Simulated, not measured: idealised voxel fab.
The following process module bears the name voxel wiring stack.
This is section cut - it's 225 nm across, gridded in 5 nm square cells.
Cross-section spec: square-cell grid; bands listed top down; each band is one or more rows.
Band: top and bottom heights (nm) first, top before bottom; then materials from left to right, widths in nm. "full width" marks a sole material filling the band edge to edge. "blank" denotes empty space.
Heights are measured from 0, the level below which the as-received wafer is all one material; the lowest band has no bottom and continues downward, written as in "0 down".
The expression "30 to 40" gives the width at the extremes of the band, the first number at its top row of cells and the second at its bottom row, with the width changing by equal amounts from each row to the next in between.
Where the words "no change occurred" appear for a step, the cross-section shows no cell changed by that step; every cell remained as before.
"Unvented cavities" means: voids of 8 cells or more that are shut off from the top with no open way through. Written width x height at distance, distance from the left edge, in nm.
Anything after a step's settings on that line? It's the simulator's own note about the step.
overlay nm: step with mask; distance mask lay right of planned place; negative value = left of planned place.

**Process steps (planned)**
| 1 | RECEIVE with material Si |
| 2 | CONFORMAL_DEP with material SiO2, thk nm 10 |
| 3 | DIRECTIONAL_DEP with material TiN, thk nm 5 |
| 4 | DIRECTIONAL_DEP with material W, thk nm 20 |
| 5 | DIRECTIONAL_DEP with material aC, thk nm 15 |
| 6 | PATTERN with tone cover, mask id METAL_1, material resist, width nm 30, pitch nm 55, thk nm 30, overlay nm 0 |
| 7 | DIRECTIONAL_ETCH with etch materials aC, depth nm 15 |
| 8 | STRIP with etch materials resist |
| 9 | DIRECTIONAL_ETCH with etch materials W, depth nm 20 |
| 10 | DIRECTIONAL_ETCH with etch materials TiN, depth nm 5 |
| 11 | STRIP with etch materials aC |
| 12 | CONFORMAL_DEP with material SiCN, thk nm 5 |
| 13 | FILL_DEP with material lowk, thk nm 5 |
| 14 | CMP with height nm 35 |
| 15 | CONFORMAL_DEP with material SiCN, thk nm 5 |
| 16 | DIRECTIONAL_DEP with material SiO2, thk nm 35 |
| 17 | DIRECTIONAL_DEP with material aC, thk nm 15 |
| 18 | PATTERN with tone open, mask id METAL_2, material resist, width nm 30, pitch nm 55, thk nm 35, overlay nm 0 |
| 19 | DIRECTIONAL_ETCH with etch materials aC, depth nm 15 |
| 20 | STRIP with etch materials resist |
| 21 | DIRECTIONAL_ETCH with etch materials SiO2, depth nm 20 |
| 22 | STRIP with etch materials aC |
| 23 | DIRECTIONAL_DEP with material aC, thk nm 15 |
| 24 | PATTERN with tone open, mask id METAL_2_HOLES, material resist, width nm 15, pitch nm 55, thk nm 35, overlay nm 0 |
| 25 | DIRECTIONAL_ETCH with etch materials aC, depth nm 15 |
| 26 | STRIP with etch materials resist |
| 27 | DIRECTIONAL_ETCH with etch materials SiO2, depth nm 15 |
| 28 | DIRECTIONAL_ETCH with etch materials SiCN, depth nm 5 |
| 29 | STRIP with etch materials aC |
| 30 | CONFORMAL_DEP with material TiN, thk nm 5 |
| 31 | FILL_DEP with material Ru, thk nm 10 |
| 32 | CMP with height nm 75 |
| 33 | CONFORMAL_DEP with material SiCN, thk nm 5 |
| 34 | DIRECTIONAL_DEP with material lowk, thk nm 10 |
| 35 | DIRECTIONAL_DEP with material aC, thk nm 10 |
| 36 | PATTERN with tone open, mask id PLUG_2, material resist, width nm 15, pitch nm 55, thk nm 30, overlay nm 0 |
| 37 | DIRECTIONAL_ETCH with etch materials aC, depth nm 10 |
| 38 | STRIP with etch materials resist |
| 39 | DIRECTIONAL_ETCH with etch materials lowk, depth nm 10 |
| 40 | DIRECTIONAL_ETCH with etch materials SiCN, depth nm 5 |
| 41 | STRIP with etch materials aC |
| 42 | CONFORMAL_DEP with material TiN, thk nm 5 |
| 43 | FILL_DEP with material W, thk nm 10 |
| 44 | CMP with height nm 90 |
| 45 | DIRECTIONAL_DEP with material TiN, thk nm 5 |
| 46 | DIRECTIONAL_DEP with material Ru, thk nm 25 |
| 47 | DIRECTIONAL_DEP with material aC, thk nm 10 |
| 48 | PATTERN with tone cover, mask id METAL_3, material resist, width nm 30, pitch nm 55, thk nm 25, overlay nm 0 |
| 49 | DIRECTIONAL_ETCH with etch materials aC, depth nm 10 |
| 50 | STRIP with etch materials resist |
| 51 | DIRECTIONAL_ETCH with etch materials Ru, depth nm 25 |
| 52 | DIRECTIONAL_ETCH with etch materials TiN, depth nm 5 |
| 53 | STRIP with etch materials aC |
| 54 | CONFORMAL_DEP with material SiCN, thk nm 5 |
| 55 | FILL_DEP with material lowk, thk nm 10 |
| 56 | CMP with height nm 120 |
| 57 | CONFORMAL_DEP with material SiN, thk nm 5 |

**Cross-section of the wafer upon arrival, representing the state reached after step 1**
* 0 down | Si full width
* Unvented cavities: none

**End-of-module cross-section of the first of two wafers, processed as planned**
* 125 to 120 | SiN full width
* 120 to 95 | lowk=10 / SiCN=5 / Ru=30 / SiCN=5 / lowk=15 / SiCN=5 / Ru=30 / SiCN=5 / lowk=15 / SiCN=5 / Ru=30 / SiCN=5 / lowk=15 / SiCN=5 / Ru=30 / SiCN=5 / lowk=10
* 95 to 90 | SiCN=15 / TiN=30 / SiCN=25 / TiN=30 / SiCN=25 / TiN=30 / SiCN=25 / TiN=30 / SiCN=15
* 90 to 80 | lowk=15 / TiN=5 / W=5 / TiN=5 / lowk=40 / TiN=5 / W=5 / TiN=5 / lowk=40 / TiN=5 / W=5 / TiN=5 / lowk=40 / TiN=5 / W=5 / TiN=5 / lowk=30
* 80 to 75 | SiCN=15 / TiN=15 / SiCN=40 / TiN=15 / SiCN=40 / TiN=15 / SiCN=40 / TiN=15 / SiCN=30
* 75 to 60 | SiO2=15 / TiN=5 / Ru=20 / TiN=5 / SiO2=25 / TiN=5 / Ru=20 / TiN=5 / SiO2=25 / TiN=5 / Ru=20 / TiN=5 / SiO2=25 / TiN=5 / Ru=20 / TiN=5 / SiO2=15
* 60 to 55 | SiO2=15 / TiN=5 / Ru=5 / TiN=20 / SiO2=25 / TiN=5 / Ru=5 / TiN=20 / SiO2=25 / TiN=5 / Ru=5 / TiN=20 / SiO2=25 / TiN=5 / Ru=5 / TiN=20 / SiO2=15
* 55 to 40 | SiO2=15 / TiN=5 / Ru=5 / TiN=5 / SiO2=40 / TiN=5 / Ru=5 / TiN=5 / SiO2=40 / TiN=5 / Ru=5 / TiN=5 / SiO2=40 / TiN=5 / Ru=5 / TiN=5 / SiO2=30
* 40 to 35 | SiCN=15 / TiN=15 / SiCN=40 / TiN=15 / SiCN=40 / TiN=15 / SiCN=40 / TiN=15 / SiCN=30
* 35 to 15 | lowk=10 / SiCN=5 / W=30 / SiCN=5 / lowk=15 / SiCN=5 / W=30 / SiCN=5 / lowk=15 / SiCN=5 / W=30 / SiCN=5 / lowk=15 / SiCN=5 / W=30 / SiCN=5 / lowk=10
* 15 to 10 | SiCN=15 / TiN=30 / SiCN=25 / TiN=30 / SiCN=25 / TiN=30 / SiCN=25 / TiN=30 / SiCN=15
* 10 to 0 | SiO2 full width
* 0 down | Si full width
* Unvented cavities: none

**Cross-section, second wafer: same start as the first, same plan as the first, one mistake in running it; taken at the end of the module**
* 125 to 120 | SiN full width
* 120 to 95 | lowk=10 / SiCN=5 / Ru=30 / SiCN=5 / lowk=15 / SiCN=5 / Ru=30 / SiCN=5 / lowk=15 / SiCN=5 / Ru=30 / SiCN=5 / lowk=15 / SiCN=5 / Ru=30 / SiCN=5 / lowk=10
* 95 to 90 | SiCN=15 / TiN=30 / SiCN=25 / TiN=30 / SiCN=25 / TiN=30 / SiCN=25 / TiN=30 / SiCN=15
* 90 to 80 | lowk=15 / TiN=5 / W=5 / TiN=5 / lowk=40 / TiN=5 / W=5 / TiN=5 / lowk=40 / TiN=5 / W=5 / TiN=5 / lowk=40 / TiN=5 / W=5 / TiN=5 / lowk=30
* 80 to 75 | SiCN=15 / TiN=15 / SiCN=40 / TiN=15 / SiCN=40 / TiN=15 / SiCN=40 / TiN=15 / SiCN=30
* 75 to 60 | SiO2=15 / TiN=5 / Ru=20 / TiN=5 / SiO2=25 / TiN=5 / Ru=20 / TiN=5 / SiO2=25 / TiN=5 / Ru=20 / TiN=5 / SiO2=25 / TiN=5 / Ru=20 / TiN=5 / SiO2=15
* 60 to 55 | SiO2=15 / TiN=5 / Ru=5 / TiN=20 / SiO2=25 / TiN=5 / Ru=5 / TiN=20 / SiO2=25 / TiN=5 / Ru=5 / TiN=20 / SiO2=25 / TiN=5 / Ru=5 / TiN=20 / SiO2=15
* 55 to 40 | SiO2=15 / TiN=5 / Ru=5 / TiN=5 / SiO2=40 / TiN=5 / Ru=5 / TiN=5 / SiO2=40 / TiN=5 / Ru=5 / TiN=5 / SiO2=40 / TiN=5 / Ru=5 / TiN=5 / SiO2=30
* 40 to 35 | SiCN=15 / TiN=15 / SiCN=40 / TiN=15 / SiCN=40 / TiN=15 / SiCN=40 / TiN=15 / SiCN=30
* 35 to 20 | lowk=10 / SiCN=5 / W=30 / SiCN=5 / lowk=15 / SiCN=5 / W=30 / SiCN=5 / lowk=15 / SiCN=5 / W=30 / SiCN=5 / lowk=15 / SiCN=5 / W=30 / SiCN=5 / lowk=10
* 20 to 15 | SiCN=15 / W=30 / SiCN=25 / W=30 / SiCN=25 / W=30 / SiCN=25 / W=30 / SiCN=15
* 15 to 5 | SiO2 full width
* 5 to 0 | TiN full width
* 0 down | Si full width
* Unvented cavities: none
What was the processing mistake? ran 2 and 3 in swapped order versus the plan
At the finish, the second wafer shows more or fewer cells for some materials than the first does: 8 fewer of SiCN | 21 more of TiN | 13 fewer of lowk
